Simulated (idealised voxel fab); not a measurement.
Process module name: voxel wiring stack
Xsec cut, 170 nm wide, square cell size 5 nm.
Cross-sections here: square-cell grids, written as top-down lists of bands, a band being one or more rows of cells. Basically the band line says how high the top is and how high the bottom is, in nm, and then what's in it from left to right, every material with its width in nm. Empty space shows up as "air", and if a single material carries "all across" it runs the full band edge to edge. Heights are measured from 0, the level below which the as-received wafer is all one material; the lowest band has no bottom and continues downward, written as in "top 0, no bottom". Graded width ("30 to 40"): value in top row of band = first number; value in bottom row = second number; row-to-row change constant. Where a step carries "all unchanged", the cross-section came out of it unchanged, cell for cell. "Sealed void inventory" contains a list of empty spaces, each no smaller than 8 cells and without an open way to the top, written in the form width x height at distance with the distance from the left edge and all three in nm. Text after the settings on a step's line: the simulator's own remark on that step. The line of a step may include "overlay nm". On a step with a mask, this value is how far to the right of its planned place the mask lay. A negative value means the mask lay to the left.

HERE'S WHAT THE PLANNED PROCESS STEPS LOOK LIKE
| 1 | RECEIVE, material Si |
| 2 | CONFORMAL_DEP, material SiO2, thk nm 10 |
| 3 | DIRECTIONAL_DEP, material TiN, thk nm 5 |
| 4 | DIRECTIONAL_DEP, material Ru, thk nm 25 |
| 5 | PATTERN, tone cover, mask id METAL_1, material resist, width nm 20, pitch nm 45, thk nm 20, overlay nm 0 |
| 6 | DIRECTIONAL_ETCH, etch materials Ru, depth nm 25 |
| 7 | DIRECTIONAL_ETCH, etch materials TiN, depth nm 5 |
| 8 | STRIP, etch materials resist |
| 9 | CONFORMAL_DEP, material SiN, thk nm 5 |
| 10 | FILL_DEP, material lowk, thk nm 10 |
| 11 | CMP, height nm 40 |
| 12 | CONFORMAL_DEP, material SiCN, thk nm 5 |
| 13 | DIRECTIONAL_DEP, material SiO2, thk nm 10 |
| 14 | DIRECTIONAL_DEP, material aC, thk nm 10 |
| 15 | PATTERN, tone open, mask id PLUG_1, material resist, width nm 15, pitch nm 45, thk nm 30, overlay nm 0 |
| 16 | DIRECTIONAL_ETCH, etch materials aC, depth nm 10 |
| 17 | STRIP, etch materials resist |
| 18 | DIRECTIONAL_ETCH, etch materials SiO2, depth nm 10 |
| 19 | DIRECTIONAL_ETCH, etch materials SiCN, depth nm 5 |
| 20 | STRIP, etch materials aC |
| 21 | CONFORMAL_DEP, material TiN, thk nm 5 |
| 22 | FILL_DEP, material Cu, thk nm 5 |
| 23 | CMP, height nm 55 |
| 24 | DIRECTIONAL_DEP, material TiN, thk nm 5 |
| 25 | DIRECTIONAL_DEP, material Ru, thk nm 20 |
| 26 | PATTERN, tone cover, mask id METAL_2, material resist, width nm 20, pitch nm 45, thk nm 15, overlay nm 0 |
| 27 | DIRECTIONAL_ETCH, etch materials Ru, depth nm 20 |
| 28 | DIRECTIONAL_ETCH, etch materials TiN, depth nm 5 |
| 29 | STRIP, etch materials resist |
| 30 | FILL_DEP, material lowk, thk nm 5 |
| 31 | CMP, height nm 80 |
| 32 | CONFORMAL_DEP, material SiCN, thk nm 5 |

CROSS-SECTION OF THE INCOMING WAFER, STATE AFTER STEP 1
  top 0, no bottom: Si all across
  Sealed void inventory: none

HERE'S THE WAFER CUT IN CROSS-SECTION AFTER THE MODULE, STARTED AND PLANNED JUST LIKE ABOVE, EXCEPT ONE THING WAS DONE WRONG IN THE RUN
  top 80, bottom 75: SiCN all across
  top 75, bottom 60: lowk 50 | Ru 20 | lowk 25 | Ru 20 | lowk 55
  top 60, bottom 55: lowk 50 | TiN 20 | lowk 25 | TiN 20 | lowk 55
  top 55, bottom 45: SiO2 50 | TiN 5 | Cu 5 | TiN 5 | SiO2 30 | TiN 5 | Cu 5 | TiN 5 | SiO2 60
  top 45, bottom 40: SiCN 50 | TiN 15 | SiCN 30 | TiN 15 | SiCN 60
  top 40, bottom 15: lowk 45 | SiN 5 | Ru 20 | SiN 5 | lowk 15 | SiN 5 | Ru 20 | SiN 5 | lowk 50
  top 15, bottom 10: SiN 50 | TiN 20 | SiN 25 | TiN 20 | SiN 55
  top 10, bottom 0: SiO2 all across
  top 0, no bottom: Si all across
  Sealed void inventory: none
Run error: planned and actual differ for step 31; actual: CMP, height nm 75
